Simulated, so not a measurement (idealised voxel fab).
You're looking at the process module voxel air gaps.
Cross-section cut: width 185 nm, square cells of 5 nm.
This document writes a cross-section as a grid whose cells are square, and gives it as bands, listed from the top down; one or more rows of cells form a band.
Heads up on the band format: heights come first, top then bottom, in nm. After that it's the materials left to right, each with its width in nm. A single material flagged "edge to edge" fills the whole band edge to edge, and "blank" means there's empty space there.
For the purposes of this specification, 0 denotes the height below which the wafer in its as-received condition is composed wholly of one material, and the lowermost band, lacking a lower limit, extends downward without end, as expressed in "from 0 down".
Graded width ("30->40"): value in top row of band = first number; value in bottom row = second number; row-to-row change constant.
"identical to before" means the step left every cell of the cross-section as it was.
The entry "Fully closed voids" lists the empty spaces that cover at least 8 cells and have no open path to the top. Each is written as width x height at distance, where the distance is measured from the left edge and all three values are in nm.
That trailing text on a step's line, after the settings, is the simulator's own remark on the step.
Regarding "overlay nm": on a step with a mask, it is the distance the mask lay to the right of its planned place; a negative value places it to the left.
## Here's what the planned process steps look like
1: RECEIVE, material Si
2: CONFORMAL_DEP, material SiO2, thk nm 10
3: CONFORMAL_DEP, material SiN, thk nm 5
4: DIRECTIONAL_DEP, material lowk, thk nm 40
5: PATTERN, tone open, mask id LINES, material resist, width nm 15, pitch nm 40, thk nm 15, overlay nm 0
6: DIRECTIONAL_ETCH, etch materials lowk, depth nm 40
7: STRIP, etch materials resist
8: CONFORMAL_DEP, material TiN, thk nm 5
9: FILL_DEP, material Ru, thk nm 10
10: CMP, height nm 55
11: EPI, material Ru, thk nm 10
12: SELECTIVE_ETCH, etch materials lowk, depth nm 50
13: CONFORMAL_DEP, material SiCN, thk nm 5
## Shown in cross-section is the wafer as received, that is, as it stands after step 1
> from 0 down | Si edge to edge
> Fully closed voids: none
## Cross-sectional result after module completion. Note: starting condition and plan are unchanged from above; one processing mistake was made
> from 70 to 65 | SiCN edge to edge
> from 65 to 55 | Ru edge to edge
> from 55 to 20 | Ru 40, TiN 5, lowk 15, TiN 5, Ru 15, TiN 5, lowk 15, TiN 5, Ru 15, TiN 5, lowk 15, TiN 5, Ru 40
> from 20 to 15 | TiN 45, lowk 15, TiN 25, lowk 15, TiN 25, lowk 15, TiN 45
> from 15 to 10 | SiN edge to edge
> from 10 to 0 | SiO2 edge to edge
> from 0 down | Si edge to edge
> Fully closed voids: none
Short version of what went wrong: the process deviated at step 5: the operation and settings actually run there were PATTERN, tone cover, mask id LINES, material resist, width nm 15, pitch nm 40, thk nm 15, overlay nm 0
